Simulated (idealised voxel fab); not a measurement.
process module | voxel self aligned vias
Cross-section cut spans 255 nm and uses square cells 5 nm in size.
This document writes a cross-section as a grid whose cells are square, and gives it as bands, listed from the top down; one or more rows of cells form a band.
Band: top and bottom heights (nm) first, top before bottom; then materials from left to right, widths in nm. "all across" marks a sole material filling the band edge to edge. "blank" denotes empty space.
The level at which height equals 0 is the one under which the wafer, as it arrives, is entirely one material. No lower edge exists for the bottom band, which continues downward and is notated as in "top 0, no bottom".
Note: "30..40" means the width goes from the first number (top row of the band) to the second number (bottom row) in equal steps per row of cells.
Step marked "all unchanged"? Then no cell in the cross-section changed in it.
Voids not open to the top, 8 cells minimum: see "Closed void register". Written width x height at distance; distance is from the left edge; nm.
The remark found on a step's line after its settings is issued by the simulator itself and pertains to that step.
Regarding "overlay nm": on a step with a mask, it is the distance the mask lay to the right of its planned place; a negative value places it to the left.
The following list gives the planned process steps:
1) RECEIVE (material Si)
2) CONFORMAL_DEP (material SiO2; thk nm 10)
3) CONFORMAL_DEP (material SiCN; thk nm 5)
4) DIRECTIONAL_DEP (material lowk; thk nm 25)
5) DIRECTIONAL_DEP (material aC; thk nm 10)
6) PATTERN (tone open; mask id LINES; material resist; width nm 25; pitch nm 65; thk nm 25; overlay nm 0)
7) DIRECTIONAL_ETCH (etch materials aC; depth nm 10)
8) STRIP (etch materials resist)
9) DIRECTIONAL_ETCH (etch materials lowk; depth nm 25)
10) STRIP (etch materials aC)
11) CONFORMAL_DEP (material TiN; thk nm 5)
12) FILL_DEP (material W; thk nm 10)
13) CMP (height nm 40)
14) SELECTIVE_ETCH (etch materials W Ru TiN; depth nm 5)
15) FILL_DEP (material SiN; thk nm 5)
16) CMP (height nm 40)
17) DIRECTIONAL_DEP (material lowk; thk nm 15)
18) MASKED_ETCH (tone open; mask id VIAS; width nm 45; pitch nm 130; etch materials lowk; depth nm 15; overlay nm 0)
19) MASKED_ETCH (tone open; mask id VIAS; width nm 45; pitch nm 130; etch materials SiN; depth nm 5; overlay nm 0)
20) CONFORMAL_DEP (material TiN; thk nm 5)
21) FILL_DEP (material Ru; thk nm 5)
22) CMP (height nm 55)
23) CONFORMAL_DEP (material SiN; thk nm 5)
Step 1 complete: cross-section of the wafer as received:
top 0, no bottom  Si all across
Closed void register: none
Cross-sectional view of the first of the two wafers upon completion of the module, processed in accordance with the plan:
top 60, bottom 55  SiN all across
top 55, bottom 45  lowk 40 nm; TiN 5 nm; Ru 35 nm; TiN 5 nm; lowk 85 nm; TiN 5 nm; Ru 35 nm; TiN 5 nm; lowk 40 nm
top 45, bottom 40  lowk 40 nm; TiN 15 nm; Ru 15 nm; TiN 15 nm; lowk 85 nm; TiN 15 nm; Ru 15 nm; TiN 15 nm; lowk 40 nm
top 40, bottom 35  lowk 50 nm; TiN 25 nm; lowk 40 nm; SiN 25 nm; lowk 40 nm; TiN 25 nm; lowk 50 nm
top 35, bottom 20  lowk 50 nm; TiN 5 nm; W 15 nm; TiN 5 nm; lowk 40 nm; TiN 5 nm; W 15 nm; TiN 5 nm; lowk 40 nm; TiN 5 nm; W 15 nm; TiN 5 nm; lowk 50 nm
top 20, bottom 15  lowk 50 nm; TiN 25 nm; lowk 40 nm; TiN 25 nm; lowk 40 nm; TiN 25 nm; lowk 50 nm
top 15, bottom 10  SiCN all across
top 10, bottom 0  SiO2 all across
top 0, no bottom  Si all across
Closed void register: none
Presented here is a cross-section of the second of the two wafers as it stood at the end of the module. It was started in the same manner and assigned the same plan as the first wafer; however, one mistake was made in its execution:
top 60, bottom 55  SiN all across
top 55, bottom 45  lowk 40 nm; TiN 5 nm; Ru 35 nm; TiN 5 nm; lowk 85 nm; TiN 5 nm; Ru 35 nm; TiN 5 nm; lowk 40 nm
top 45, bottom 40  lowk 40 nm; TiN 45 nm; lowk 85 nm; TiN 45 nm; lowk 40 nm
top 40, bottom 35  SiN 40 nm; TiN 10 nm; lowk 25 nm; TiN 10 nm; SiN 30 nm; lowk 25 nm; SiN 30 nm; TiN 10 nm; lowk 25 nm; TiN 10 nm; SiN 40 nm
top 35, bottom 20  W 45 nm; TiN 5 nm; lowk 25 nm; TiN 5 nm; W 30 nm; TiN 5 nm; lowk 25 nm; TiN 5 nm; W 30 nm; TiN 5 nm; lowk 25 nm; TiN 5 nm; W 45 nm
top 20, bottom 15  TiN 50 nm; lowk 25 nm; TiN 40 nm; lowk 25 nm; TiN 40 nm; lowk 25 nm; TiN 50 nm
top 15, bottom 10  SiCN all across
top 10, bottom 0  SiO2 all across
top 0, no bottom  Si all across
Closed void register: none
Want to know what went wrong? it should be noted that step 6 was executed with settings other than those planned, the operation and settings actually applied being PATTERN (tone cover; mask id LINES; material resist; width nm 25; pitch nm 65; thk nm 25; overlay nm 0)
In the final state, the cell counts of the second wafer exceed or fall short of those of the first for the following materials: 6 fewer of Ru, 23 more of SiN, 25 more of TiN, 63 more of W, 105 fewer of lowk
